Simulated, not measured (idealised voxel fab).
process module | voxel transistor to metal
cross-section cut | 150 nm wide | cells 5 nm
A cross-section is a grid of square cells, given in bands from the top down. A band is one or more rows of cells.
Each band's line starts with the height of the band's top and of its bottom, in nm. Then come its materials from left to right, each with its width in nm. One material with "throughout" fills the band from edge to edge. "air" is empty space.
Height 0 is the level under which the wafer as received is all one material. The lowest band goes on downwards, as in "0 down".
A width such as "30 to 40" changes by the same amount from each row of cells to the next, from the band's top row to its bottom row.
"no change" after a step means that no cell of the cross-section changed.
closed voids: empty space of 8 cells or more with no open way to the top, each as width x height at its distance from the left edge, in nm
after a step's settings: what the simulator itself notes on the step
overlay nm, on a step with a mask: how far to the right of its planned place the mask lay; to the left if negative
plan
1 op RECEIVE | material Si
2 op CONFORMAL_DEP | material SiO2 | thk nm 5
3 op CONFORMAL_DEP | material SiN | thk nm 15
4 op DIRECTIONAL_DEP | material aC | thk nm 15
5 op PATTERN | tone cover | mask id ACTIVE | material resist | width nm 100 | thk nm 35 | overlay nm 0
6 op DIRECTIONAL_ETCH | etch materials aC | depth nm 15
7 op STRIP | etch materials resist
8 op DIRECTIONAL_ETCH | etch materials SiN | depth nm 15
9 op DIRECTIONAL_ETCH | etch materials SiO2 | depth nm 5
10 op DIRECTIONAL_ETCH | etch materials Si | depth nm 25
11 op STRIP | etch materials aC
12 op OXIDIZE | depth nm 5
13 op FILL_DEP | material SiO2 | thk nm 10
14 op CMP | height nm 20
15 op SELECTIVE_ETCH | etch materials SiO2 | depth nm 10
16 op STRIP | etch materials SiN
17 op SELECTIVE_ETCH | etch materials SiO2 | depth nm 5
18 op OXIDIZE | depth nm 5
19 op DIRECTIONAL_DEP | material polySi | thk nm 20
20 op DIRECTIONAL_DEP | material SiCN | thk nm 15
21 op PATTERN | tone cover | mask id GATE | material resist | width nm 20 | thk nm 15 | overlay nm 0
22 op DIRECTIONAL_ETCH | etch materials SiCN | depth nm 25
23 op DIRECTIONAL_ETCH | etch materials polySi | depth nm 30
24 op STRIP | etch materials resist
25 op CONFORMAL_DEP | material SiN | thk nm 10
26 op DIRECTIONAL_ETCH | etch materials SiN | depth nm 10
27 op DIRECTIONAL_ETCH | etch materials SiO2 | depth nm 5
28 op DIRECTIONAL_ETCH | etch materials Si | depth nm 15
29 op EPI | material nSi | thk nm 15
30 op FILL_DEP | material SiO2 | thk nm 5
31 op CMP | height nm 35
32 op DIRECTIONAL_DEP | material SiO2 | thk nm 15
33 op MASKED_ETCH | tone open | mask id CONTACT | width nm 30 | pitch nm 60 | etch materials SiO2 | depth nm 55 | overlay nm 0
34 op CONFORMAL_DEP | material TiN | thk nm 5
35 op FILL_DEP | material W | thk nm 10
36 op CMP | height nm 50
37 op CONFORMAL_DEP | material SiN | thk nm 5
38 op DIRECTIONAL_DEP | material SiO2 | thk nm 15
39 op MASKED_ETCH | tone open | mask id METAL_1 | width nm 15 | pitch nm 75 | etch materials SiO2 | depth nm 15 | overlay nm 0
40 op MASKED_ETCH | tone open | mask id METAL_1 | width nm 15 | pitch nm 75 | etch materials SiN | depth nm 5 | overlay nm 0
41 op CONFORMAL_DEP | material TiN | thk nm 5
42 op FILL_DEP | material Cu | thk nm 10
43 op CMP | height nm 70
44 op CONFORMAL_DEP | material SiCN | thk nm 5
45 op DIRECTIONAL_DEP | material SiO2 | thk nm 35
46 op PATTERN | tone open | mask id METAL_2 | material resist | width nm 15 | pitch nm 75 | thk nm 20 | overlay nm 0
47 op DIRECTIONAL_ETCH | etch materials SiO2 | depth nm 20
48 op STRIP | etch materials resist
49 op DIRECTIONAL_DEP | material aC | thk nm 15
50 op PATTERN | tone open | mask id METAL_2_HOLES | material resist | width nm 15 | pitch nm 75 | thk nm 30 | overlay nm 0
51 op DIRECTIONAL_ETCH | etch materials aC | depth nm 15
52 op STRIP | etch materials resist
53 op DIRECTIONAL_ETCH | etch materials SiO2 | depth nm 15
54 op DIRECTIONAL_ETCH | etch materials SiCN | depth nm 5
55 op STRIP | etch materials aC
56 op CONFORMAL_DEP | material TiN | thk nm 5
57 op FILL_DEP | material Cu | thk nm 5
58 op CMP | height nm 110
59 op CONFORMAL_DEP | material SiN | thk nm 5
first wafer, as planned
as received, after step 1
  0 down: Si throughout
  closed voids: none
after step 2
  5 to 0: SiO2 throughout
  below 0: unchanged
after step 3
  20 to 5: SiN throughout
  below 5: unchanged
after step 4
  35 to 20: aC throughout
  below 20: unchanged
after step 5
  70 to 35: air 25 | resist 100 | air 25
  below 35: unchanged
after step 6
  55 to 35: air 25 | resist 100 | air 25
  35 to 20: air 25 | aC 100 | air 25
  below 20: unchanged
after step 7
  35 to 20: air 25 | aC 100 | air 25
  below 20: unchanged
after step 8
  35 to 20: air 25 | aC 100 | air 25
  20 to 5: air 25 | SiN 100 | air 25
  below 5: unchanged
after step 9
  35 to 20: air 25 | aC 100 | air 25
  20 to 5: air 25 | SiN 100 | air 25
  5 to 0: air 25 | SiO2 100 | air 25
  below 0: unchanged
after step 10
  35 to 20: air 25 | aC 100 | air 25
  20 to 5: air 25 | SiN 100 | air 25
  5 to 0: air 25 | SiO2 100 | air 25
  0 to -25: air 25 | Si 100 | air 25
  below -25: unchanged
after step 11
  20 to 5: air 25 | SiN 100 | air 25
  below 5: unchanged
after step 12
  20 to 5: air 25 | SiN 100 | air 25
  5 to 0: air 25 | SiO2 100 | air 25
  0 to -25: air 25 | SiO2 5 | Si 90 | SiO2 5 | air 25
  -25 to -30: SiO2 30 | Si 90 | SiO2 30
  below -30: unchanged
after step 13
  30 to 20: SiO2 throughout
  20 to 5: SiO2 25 | SiN 100 | SiO2 25
  5 to 0: SiO2 throughout
  0 to -30: SiO2 30 | Si 90 | SiO2 30
  below -30: unchanged
after step 14
  20 to 5: SiO2 25 | SiN 100 | SiO2 25
  below 5: unchanged
after step 15
  20 to 10: air 25 | SiN 100 | air 25
  below 10: unchanged
after step 16
  10 to 5: SiO2 25 | air 100 | SiO2 25
  below 5: unchanged
after step 17
  5 to 0: SiO2 20 | air 110 | SiO2 20
  below 0: unchanged
after step 18
  5 to 0: SiO2 20 | air 110 | SiO2 20
  0 to -5: SiO2 throughout
  below -5: unchanged
after step 19
  25 to 20: polySi 20 | air 110 | polySi 20
  20 to 5: polySi throughout
  5 to 0: SiO2 20 | polySi 110 | SiO2 20
  below 0: unchanged
after step 20
  40 to 35: SiCN 20 | air 110 | SiCN 20
  35 to 25: SiCN throughout
  25 to 20: polySi 20 | SiCN 110 | polySi 20
  below 20: unchanged
after step 21
  55 to 40: air 65 | resist 20 | air 65
  40 to 35: SiCN 20 | air 45 | resist 20 | air 45 | SiCN 20
  below 35: unchanged
after step 22
  55 to 35: air 65 | resist 20 | air 65
  35 to 25: air 65 | SiCN 20 | air 65
  25 to 20: polySi 20 | air 45 | SiCN 20 | air 45 | polySi 20
  below 20: unchanged
after step 23
  55 to 35: air 65 | resist 20 | air 65
  35 to 20: air 65 | SiCN 20 | air 65
  20 to 5: air 65 | polySi 20 | air 65
  5 to 0: SiO2 20 | air 45 | polySi 20 | air 45 | SiO2 20
  below 0: unchanged
after step 24
  35 to 20: air 65 | SiCN 20 | air 65
  below 20: unchanged
after step 25
  45 to 35: air 55 | SiN 40 | air 55
  35 to 20: air 55 | SiN 10 | SiCN 20 | SiN 10 | air 55
  20 to 15: air 55 | SiN 10 | polySi 20 | SiN 10 | air 55
  15 to 10: SiN 30 | air 25 | SiN 10 | polySi 20 | SiN 10 | air 25 | SiN 30
  10 to 5: SiN 65 | polySi 20 | SiN 65
  5 to 0: SiO2 20 | SiN 45 | polySi 20 | SiN 45 | SiO2 20
  below 0: unchanged
after step 26
  35 to 20: air 55 | SiN 10 | SiCN 20 | SiN 10 | air 55
  20 to 5: air 55 | SiN 10 | polySi 20 | SiN 10 | air 55
  5 to 0: SiO2 20 | SiN 10 | air 25 | SiN 10 | polySi 20 | SiN 10 | air 25 | SiN 10 | SiO2 20
  below 0: unchanged
after step 27
  35 to 20: air 55 | SiN 10 | SiCN 20 | SiN 10 | air 55
  20 to 5: air 55 | SiN 10 | polySi 20 | SiN 10 | air 55
  5 to 0: air 20 | SiN 10 | air 25 | SiN 10 | polySi 20 | SiN 10 | air 25 | SiN 10 | air 20
  0 to -5: SiO2 30 | air 25 | SiO2 40 | air 25 | SiO2 30
  below -5: unchanged
after step 28
  35 to 20: air 55 | SiN 10 | SiCN 20 | SiN 10 | air 55
  20 to 5: air 55 | SiN 10 | polySi 20 | SiN 10 | air 55
  5 to 0: air 20 | SiN 10 | air 25 | SiN 10 | polySi 20 | SiN 10 | air 25 | SiN 10 | air 20
  0 to -5: SiO2 30 | air 25 | SiO2 40 | air 25 | SiO2 30
  -5 to -20: SiO2 30 | air 25 | Si 40 | air 25 | SiO2 30
  below -20: unchanged
after step 29
  35 to 20: air 55 | SiN 10 | SiCN 20 | SiN 10 | air 55
  20 to 10: air 55 | SiN 10 | polySi 20 | SiN 10 | air 55
  10 to 5: air 40 | nSi 15 | SiN 10 | polySi 20 | SiN 10 | nSi 15 | air 40
  5 to 0: air 20 | SiN 10 | air 10 | nSi 15 | SiN 10 | polySi 20 | SiN 10 | nSi 15 | air 10 | SiN 10 | air 20
  0 to -5: SiO2 30 | air 10 | nSi 15 | SiO2 40 | nSi 15 | air 10 | SiO2 30
  -5 to -20: SiO2 30 | nSi 25 | Si 40 | nSi 25 | SiO2 30
  below -20: unchanged
after step 30
  40 to 35: SiO2 throughout
  35 to 20: SiO2 55 | SiN 10 | SiCN 20 | SiN 10 | SiO2 55
  20 to 10: SiO2 55 | SiN 10 | polySi 20 | SiN 10 | SiO2 55
  10 to 5: SiO2 40 | nSi 15 | SiN 10 | polySi 20 | SiN 10 | nSi 15 | SiO2 40
  5 to 0: SiO2 20 | SiN 10 | SiO2 10 | nSi 15 | SiN 10 | polySi 20 | SiN 10 | nSi 15 | SiO2 10 | SiN 10 | SiO2 20
  0 to -5: SiO2 40 | nSi 15 | SiO2 40 | nSi 15 | SiO2 40
  below -5: unchanged
after step 31
  35 to 20: SiO2 55 | SiN 10 | SiCN 20 | SiN 10 | SiO2 55
  below 20: unchanged
after step 32
  50 to 35: SiO2 throughout
  below 35: unchanged
after step 33
  50 to 35: SiO2 30 | air 30 | SiO2 30 | air 30 | SiO2 30
  35 to 20: SiO2 30 | air 25 | SiN 10 | SiCN 20 | SiN 10 | air 25 | SiO2 30
  20 to 10: SiO2 30 | air 25 | SiN 10 | polySi 20 | SiN 10 | air 25 | SiO2 30
  10 to 5: SiO2 30 | air 10 | nSi 15 | SiN 10 | polySi 20 | SiN 10 | nSi 15 | air 10 | SiO2 30
  5 to 0: SiO2 20 | SiN 10 | air 10 | nSi 15 | SiN 10 | polySi 20 | SiN 10 | nSi 15 | air 10 | SiN 10 | SiO2 20
  0 to -5: SiO2 30 | air 10 | nSi 15 | SiO2 40 | nSi 15 | air 10 | SiO2 30
  below -5: unchanged
after step 34
  55 to 50: TiN 35 | air 20 | TiN 40 | air 20 | TiN 35
  50 to 40: SiO2 30 | TiN 5 | air 20 | TiN 5 | SiO2 30 | TiN 5 | air 20 | TiN 5 | SiO2 30
  40 to 35: SiO2 30 | TiN 5 | air 15 | TiN 10 | SiO2 30 | TiN 10 | air 15 | TiN 5 | SiO2 30
  35 to 20: SiO2 30 | TiN 5 | air 15 | TiN 5 | SiN 10 | SiCN 20 | SiN 10 | TiN 5 | air 15 | TiN 5 | SiO2 30
  20 to 15: SiO2 30 | TiN 5 | air 15 | TiN 5 | SiN 10 | polySi 20 | SiN 10 | TiN 5 | air 15 | TiN 5 | SiO2 30
  15 to 10: SiO2 30 | TiN 25 | SiN 10 | polySi 20 | SiN 10 | TiN 25 | SiO2 30
  10 to 5: SiO2 30 | TiN 10 | nSi 15 | SiN 10 | polySi 20 | SiN 10 | nSi 15 | TiN 10 | SiO2 30
  5 to 0: SiO2 20 | SiN 10 | TiN 10 | nSi 15 | SiN 10 | polySi 20 | SiN 10 | nSi 15 | TiN 10 | SiN 10 | SiO2 20
  0 to -5: SiO2 30 | TiN 10 | nSi 15 | SiO2 40 | nSi 15 | TiN 10 | SiO2 30
  below -5: unchanged
after step 35
  65 to 55: W throughout
  55 to 50: TiN 35 | W 20 | TiN 40 | W 20 | TiN 35
  50 to 40: SiO2 30 | TiN 5 | W 20 | TiN 5 | SiO2 30 | TiN 5 | W 20 | TiN 5 | SiO2 30
  40 to 35: SiO2 30 | TiN 5 | W 15 | TiN 10 | SiO2 30 | TiN 10 | W 15 | TiN 5 | SiO2 30
  35 to 20: SiO2 30 | TiN 5 | W 15 | TiN 5 | SiN 10 | SiCN 20 | SiN 10 | TiN 5 | W 15 | TiN 5 | SiO2 30
  20 to 15: SiO2 30 | TiN 5 | W 15 | TiN 5 | SiN 10 | polySi 20 | SiN 10 | TiN 5 | W 15 | TiN 5 | SiO2 30
  below 15: unchanged
after step 36
  50 to 40: SiO2 30 | TiN 5 | W 20 | TiN 5 | SiO2 30 | TiN 5 | W 20 | TiN 5 | SiO2 30
  below 40: unchanged
after step 37
  55 to 50: SiN throughout
  below 50: unchanged
after step 38
  70 to 55: SiO2 throughout
  below 55: unchanged
after step 39
  70 to 55: SiO2 30 | air 15 | SiO2 60 | air 15 | SiO2 30
  below 55: unchanged
after step 40
  70 to 55: SiO2 30 | air 15 | SiO2 60 | air 15 | SiO2 30
  55 to 50: SiN 30 | air 15 | SiN 60 | air 15 | SiN 30
  below 50: unchanged
after step 41
  75 to 70: TiN 35 | air 5 | TiN 70 | air 5 | TiN 35
  70 to 55: SiO2 30 | TiN 5 | air 5 | TiN 5 | SiO2 60 | TiN 5 | air 5 | TiN 5 | SiO2 30
  55 to 50: SiN 30 | TiN 15 | SiN 60 | TiN 15 | SiN 30
  below 50: unchanged
after step 42
  85 to 75: Cu throughout
  75 to 70: TiN 35 | Cu 5 | TiN 70 | Cu 5 | TiN 35
  70 to 55: SiO2 30 | TiN 5 | Cu 5 | TiN 5 | SiO2 60 | TiN 5 | Cu 5 | TiN 5 | SiO2 30
  below 55: unchanged
after step 43
  70 to 55: SiO2 30 | TiN 5 | Cu 5 | TiN 5 | SiO2 60 | TiN 5 | Cu 5 | TiN 5 | SiO2 30
  below 55: unchanged
after step 44
  75 to 70: SiCN throughout
  below 70: unchanged
after step 45
  110 to 75: SiO2 throughout
  below 75: unchanged
after step 46
  130 to 110: resist 30 | air 15 | resist 60 | air 15 | resist 30
  below 110: unchanged
after step 47
  130 to 110: resist 30 | air 15 | resist 60 | air 15 | resist 30
  110 to 90: SiO2 30 | air 15 | SiO2 60 | air 15 | SiO2 30
  below 90: unchanged
after step 48
  110 to 90: SiO2 30 | air 15 | SiO2 60 | air 15 | SiO2 30
  below 90: unchanged
after step 49
  125 to 110: aC 30 | air 15 | aC 60 | air 15 | aC 30
  110 to 105: SiO2 30 | air 15 | SiO2 60 | air 15 | SiO2 30
  105 to 90: SiO2 30 | aC 15 | SiO2 60 | aC 15 | SiO2 30
  below 90: unchanged
after step 50
  155 to 125: resist 30 | air 15 | resist 60 | air 15 | resist 30
  below 125: unchanged
after step 51
  140 to 125: resist 30 | air 15 | resist 60 | air 15 | resist 30
  125 to 110: aC 30 | air 15 | aC 60 | air 15 | aC 30
  110 to 90: SiO2 30 | air 15 | SiO2 60 | air 15 | SiO2 30
  below 90: unchanged
after step 52
  125 to 110: aC 30 | air 15 | aC 60 | air 15 | aC 30
  below 110: unchanged
after step 53
  125 to 110: aC 30 | air 15 | aC 60 | air 15 | aC 30
  110 to 75: SiO2 30 | air 15 | SiO2 60 | air 15 | SiO2 30
  below 75: unchanged
after step 54
  125 to 110: aC 30 | air 15 | aC 60 | air 15 | aC 30
  110 to 75: SiO2 30 | air 15 | SiO2 60 | air 15 | SiO2 30
  75 to 70: SiCN 30 | air 15 | SiCN 60 | air 15 | SiCN 30
  below 70: unchanged
after step 55
  110 to 75: SiO2 30 | air 15 | SiO2 60 | air 15 | SiO2 30
  below 75: unchanged
after step 56
  115 to 110: TiN 35 | air 5 | TiN 70 | air 5 | TiN 35
  110 to 75: SiO2 30 | TiN 5 | air 5 | TiN 5 | SiO2 60 | TiN 5 | air 5 | TiN 5 | SiO2 30
  75 to 70: SiCN 30 | TiN 15 | SiCN 60 | TiN 15 | SiCN 30
  below 70: unchanged
after step 57
  120 to 115: Cu throughout
  115 to 110: TiN 35 | Cu 5 | TiN 70 | Cu 5 | TiN 35
  110 to 75: SiO2 30 | TiN 5 | Cu 5 | TiN 5 | SiO2 60 | TiN 5 | Cu 5 | TiN 5 | SiO2 30
  below 75: unchanged
after step 58
  110 to 75: SiO2 30 | TiN 5 | Cu 5 | TiN 5 | SiO2 60 | TiN 5 | Cu 5 | TiN 5 | SiO2 30
  below 75: unchanged
after step 59
  115 to 110: SiN throughout
  below 110: unchanged
second wafer: like start, like plan, one mistake. Through step 4 it matches the first wafer
when step 5 should have ended
  70 to 35: resist 25 | air 100 | resist 25
  below 35: unchanged
when step 6 should have ended
  55 to 35: resist 25 | air 100 | resist 25
  35 to 20: aC 25 | air 100 | aC 25
  below 20: unchanged
when step 7 should have ended
  35 to 20: aC 25 | air 100 | aC 25
  below 20: unchanged
when step 8 should have ended
  35 to 20: aC 25 | air 100 | aC 25
  20 to 5: SiN 25 | air 100 | SiN 25
  below 5: unchanged
when step 9 should have ended
  35 to 20: aC 25 | air 100 | aC 25
  20 to 5: SiN 25 | air 100 | SiN 25
  5 to 0: SiO2 25 | air 100 | SiO2 25
  below 0: unchanged
when step 10 should have ended
  35 to 20: aC 25 | air 100 | aC 25
  20 to 5: SiN 25 | air 100 | SiN 25
  5 to 0: SiO2 25 | air 100 | SiO2 25
  0 to -25: Si 25 | air 100 | Si 25
  below -25: unchanged
when step 11 should have ended
  20 to 5: SiN 25 | air 100 | SiN 25
  below 5: unchanged
when step 12 should have ended
  20 to 5: SiN 25 | air 100 | SiN 25
  5 to 0: SiO2 25 | air 100 | SiO2 25
  0 to -25: Si 20 | SiO2 5 | air 100 | SiO2 5 | Si 20
  -25 to -30: Si 20 | SiO2 110 | Si 20
  below -30: unchanged
when step 13 should have ended
  30 to 20: SiO2 throughout
  20 to 5: SiN 25 | SiO2 100 | SiN 25
  5 to 0: SiO2 throughout
  0 to -30: Si 20 | SiO2 110 | Si 20
  below -30: unchanged
when step 14 should have ended
  20 to 5: SiN 25 | SiO2 100 | SiN 25
  below 5: unchanged
when step 15 should have ended
  20 to 10: SiN 25 | air 100 | SiN 25
  below 10: unchanged
when step 16 should have ended
  10 to 5: air 25 | SiO2 100 | air 25
  below 5: unchanged
when step 17 should have ended
  5 to 0: air 30 | SiO2 90 | air 30
  below 0: unchanged
when step 18 should have ended
  5 to 0: air 30 | SiO2 90 | air 30
  0 to -5: SiO2 throughout
  below -5: unchanged
when step 19 should have ended
  25 to 20: air 30 | polySi 90 | air 30
  20 to 5: polySi throughout
  5 to 0: polySi 30 | SiO2 90 | polySi 30
  below 0: unchanged
when step 20 should have ended
  40 to 35: air 30 | SiCN 90 | air 30
  35 to 25: SiCN throughout
  25 to 20: SiCN 30 | polySi 90 | SiCN 30
  below 20: unchanged
when step 21 should have ended
  55 to 40: air 65 | resist 20 | air 65
  below 40: unchanged
when step 22 should have ended
  55 to 40: air 65 | resist 20 | air 65
  40 to 25: air 65 | SiCN 20 | air 65
  25 to 20: air 30 | polySi 90 | air 30
  below 20: unchanged
when step 23 should have ended
  55 to 40: air 65 | resist 20 | air 65
  40 to 25: air 65 | SiCN 20 | air 65
  25 to 5: air 65 | polySi 20 | air 65
  5 to 0: air 30 | SiO2 90 | air 30
  below 0: unchanged
when step 24 should have ended
  40 to 25: air 65 | SiCN 20 | air 65
  below 25: unchanged
when step 25 should have ended
  50 to 40: air 55 | SiN 40 | air 55
  40 to 25: air 55 | SiN 10 | SiCN 20 | SiN 10 | air 55
  25 to 15: air 55 | SiN 10 | polySi 20 | SiN 10 | air 55
  15 to 10: air 20 | SiN 45 | polySi 20 | SiN 45 | air 20
  10 to 5: SiN 65 | polySi 20 | SiN 65
  5 to 0: SiN 30 | SiO2 90 | SiN 30
  below 0: unchanged
when step 26 should have ended
  40 to 25: air 55 | SiN 10 | SiCN 20 | SiN 10 | air 55
  25 to 5: air 55 | SiN 10 | polySi 20 | SiN 10 | air 55
  5 to 0: air 20 | SiN 10 | SiO2 90 | SiN 10 | air 20
  below 0: unchanged
when step 27 should have ended
  40 to 25: air 55 | SiN 10 | SiCN 20 | SiN 10 | air 55
  25 to 5: air 55 | SiN 10 | polySi 20 | SiN 10 | air 55
  5 to 0: air 20 | SiN 10 | air 25 | SiO2 40 | air 25 | SiN 10 | air 20
  0 to -5: air 20 | SiO2 110 | air 20
  below -5: unchanged
when step 28 should have ended
  40 to 25: air 55 | SiN 10 | SiCN 20 | SiN 10 | air 55
  25 to 5: air 55 | SiN 10 | polySi 20 | SiN 10 | air 55
  5 to 0: air 20 | SiN 10 | air 25 | SiO2 40 | air 25 | SiN 10 | air 20
  0 to -20: air 20 | SiO2 110 | air 20
  below -20: unchanged
when step 29 should have ended
  40 to 25: air 55 | SiN 10 | SiCN 20 | SiN 10 | air 55
  25 to 5: air 55 | SiN 10 | polySi 20 | SiN 10 | air 55
  5 to 0: air 20 | SiN 10 | air 25 | SiO2 40 | air 25 | SiN 10 | air 20
  0 to -5: air 20 | SiO2 110 | air 20
  -5 to -20: nSi 20 | SiO2 110 | nSi 20
  below -20: unchanged
when step 30 should have ended
  45 to 40: SiO2 throughout
  40 to 25: SiO2 55 | SiN 10 | SiCN 20 | SiN 10 | SiO2 55
  25 to 5: SiO2 55 | SiN 10 | polySi 20 | SiN 10 | SiO2 55
  5 to 0: SiO2 20 | SiN 10 | SiO2 90 | SiN 10 | SiO2 20
  0 to -5: SiO2 throughout
  below -5: unchanged
when step 31 should have ended
  35 to 25: SiO2 55 | SiN 10 | SiCN 20 | SiN 10 | SiO2 55
  below 25: unchanged
when step 32 should have ended
  50 to 35: SiO2 throughout
  below 35: unchanged
when step 33 should have ended
  50 to 35: SiO2 30 | air 30 | SiO2 30 | air 30 | SiO2 30
  35 to 25: SiO2 30 | air 25 | SiN 10 | SiCN 20 | SiN 10 | air 25 | SiO2 30
  25 to 5: SiO2 30 | air 25 | SiN 10 | polySi 20 | SiN 10 | air 25 | SiO2 30
  5 to 0: SiO2 20 | SiN 10 | air 25 | SiO2 40 | air 25 | SiN 10 | SiO2 20
  0 to -5: SiO2 30 | air 25 | SiO2 40 | air 25 | SiO2 30
  below -5: unchanged
when step 34 should have ended
  55 to 50: TiN 35 | air 20 | TiN 40 | air 20 | TiN 35
  50 to 40: SiO2 30 | TiN 5 | air 20 | TiN 5 | SiO2 30 | TiN 5 | air 20 | TiN 5 | SiO2 30
  40 to 35: SiO2 30 | TiN 5 | air 15 | TiN 10 | SiO2 30 | TiN 10 | air 15 | TiN 5 | SiO2 30
  35 to 25: SiO2 30 | TiN 5 | air 15 | TiN 5 | SiN 10 | SiCN 20 | SiN 10 | TiN 5 | air 15 | TiN 5 | SiO2 30
  25 to 5: SiO2 30 | TiN 5 | air 15 | TiN 5 | SiN 10 | polySi 20 | SiN 10 | TiN 5 | air 15 | TiN 5 | SiO2 30
  5 to 0: SiO2 20 | SiN 10 | TiN 5 | air 15 | TiN 5 | SiO2 40 | TiN 5 | air 15 | TiN 5 | SiN 10 | SiO2 20
  0 to -5: SiO2 30 | TiN 25 | SiO2 40 | TiN 25 | SiO2 30
  below -5: unchanged
when step 35 should have ended
  65 to 55: W throughout
  55 to 50: TiN 35 | W 20 | TiN 40 | W 20 | TiN 35
  50 to 40: SiO2 30 | TiN 5 | W 20 | TiN 5 | SiO2 30 | TiN 5 | W 20 | TiN 5 | SiO2 30
  40 to 35: SiO2 30 | TiN 5 | W 15 | TiN 10 | SiO2 30 | TiN 10 | W 15 | TiN 5 | SiO2 30
  35 to 25: SiO2 30 | TiN 5 | W 15 | TiN 5 | SiN 10 | SiCN 20 | SiN 10 | TiN 5 | W 15 | TiN 5 | SiO2 30
  25 to 5: SiO2 30 | TiN 5 | W 15 | TiN 5 | SiN 10 | polySi 20 | SiN 10 | TiN 5 | W 15 | TiN 5 | SiO2 30
  5 to 0: SiO2 20 | SiN 10 | TiN 5 | W 15 | TiN 5 | SiO2 40 | TiN 5 | W 15 | TiN 5 | SiN 10 | SiO2 20
  below 0: unchanged
when step 36 should have ended
  50 to 40: SiO2 30 | TiN 5 | W 20 | TiN 5 | SiO2 30 | TiN 5 | W 20 | TiN 5 | SiO2 30
  below 40: unchanged
when step 37 should have ended
  55 to 50: SiN throughout
  below 50: unchanged
when step 38 should have ended
  70 to 55: SiO2 throughout
  below 55: unchanged
when step 39 should have ended
  70 to 55: SiO2 30 | air 15 | SiO2 60 | air 15 | SiO2 30
  below 55: unchanged
when step 40 should have ended
  70 to 55: SiO2 30 | air 15 | SiO2 60 | air 15 | SiO2 30
  55 to 50: SiN 30 | air 15 | SiN 60 | air 15 | SiN 30
  below 50: unchanged
when step 41 should have ended
  75 to 70: TiN 35 | air 5 | TiN 70 | air 5 | TiN 35
  70 to 55: SiO2 30 | TiN 5 | air 5 | TiN 5 | SiO2 60 | TiN 5 | air 5 | TiN 5 | SiO2 30
  55 to 50: SiN 30 | TiN 15 | SiN 60 | TiN 15 | SiN 30
  below 50: unchanged
when step 42 should have ended
  85 to 75: Cu throughout
  75 to 70: TiN 35 | Cu 5 | TiN 70 | Cu 5 | TiN 35
  70 to 55: SiO2 30 | TiN 5 | Cu 5 | TiN 5 | SiO2 60 | TiN 5 | Cu 5 | TiN 5 | SiO2 30
  below 55: unchanged
when step 43 should have ended
  70 to 55: SiO2 30 | TiN 5 | Cu 5 | TiN 5 | SiO2 60 | TiN 5 | Cu 5 | TiN 5 | SiO2 30
  below 55: unchanged
when step 44 should have ended
  75 to 70: SiCN throughout
  below 70: unchanged
when step 45 should have ended
  110 to 75: SiO2 throughout
  below 75: unchanged
when step 46 should have ended
  130 to 110: resist 30 | air 15 | resist 60 | air 15 | resist 30
  below 110: unchanged
when step 47 should have ended
  130 to 110: resist 30 | air 15 | resist 60 | air 15 | resist 30
  110 to 90: SiO2 30 | air 15 | SiO2 60 | air 15 | SiO2 30
  below 90: unchanged
when step 48 should have ended
  110 to 90: SiO2 30 | air 15 | SiO2 60 | air 15 | SiO2 30
  below 90: unchanged
when step 49 should have ended
  125 to 110: aC 30 | air 15 | aC 60 | air 15 | aC 30
  110 to 105: SiO2 30 | air 15 | SiO2 60 | air 15 | SiO2 30
  105 to 90: SiO2 30 | aC 15 | SiO2 60 | aC 15 | SiO2 30
  below 90: unchanged
when step 50 should have ended
  155 to 125: resist 30 | air 15 | resist 60 | air 15 | resist 30
  below 125: unchanged
when step 51 should have ended
  140 to 125: resist 30 | air 15 | resist 60 | air 15 | resist 30
  125 to 110: aC 30 | air 15 | aC 60 | air 15 | aC 30
  110 to 90: SiO2 30 | air 15 | SiO2 60 | air 15 | SiO2 30
  below 90: unchanged
when step 52 should have ended
  125 to 110: aC 30 | air 15 | aC 60 | air 15 | aC 30
  below 110: unchanged
when step 53 should have ended
  125 to 110: aC 30 | air 15 | aC 60 | air 15 | aC 30
  110 to 75: SiO2 30 | air 15 | SiO2 60 | air 15 | SiO2 30
  below 75: unchanged
when step 54 should have ended
  125 to 110: aC 30 | air 15 | aC 60 | air 15 | aC 30
  110 to 75: SiO2 30 | air 15 | SiO2 60 | air 15 | SiO2 30
  75 to 70: SiCN 30 | air 15 | SiCN 60 | air 15 | SiCN 30
  below 70: unchanged
when step 55 should have ended
  110 to 75: SiO2 30 | air 15 | SiO2 60 | air 15 | SiO2 30
  below 75: unchanged
when step 56 should have ended
  115 to 110: TiN 35 | air 5 | TiN 70 | air 5 | TiN 35
  110 to 75: SiO2 30 | TiN 5 | air 5 | TiN 5 | SiO2 60 | TiN 5 | air 5 | TiN 5 | SiO2 30
  75 to 70: SiCN 30 | TiN 15 | SiCN 60 | TiN 15 | SiCN 30
  below 70: unchanged
when step 57 should have ended
  120 to 115: Cu throughout
  115 to 110: TiN 35 | Cu 5 | TiN 70 | Cu 5 | TiN 35
  110 to 75: SiO2 30 | TiN 5 | Cu 5 | TiN 5 | SiO2 60 | TiN 5 | Cu 5 | TiN 5 | SiO2 30
  below 75: unchanged
when step 58 should have ended
  110 to 75: SiO2 30 | TiN 5 | Cu 5 | TiN 5 | SiO2 60 | TiN 5 | Cu 5 | TiN 5 | SiO2 30
  below 75: unchanged
when step 59 should have ended
  115 to 110: SiN throughout
  below 110: unchanged
what went wrong: step 5 ran as: op PATTERN | tone open | mask id ACTIVE | material resist | width nm 100 | thk nm 35 | overlay nm 0
at the end the second wafer has, in cells: 44 fewer of Si | 4 fewer of SiCN | 4 fewer of SiN | 58 more of SiO2 | 18 more of W | 24 fewer of nSi
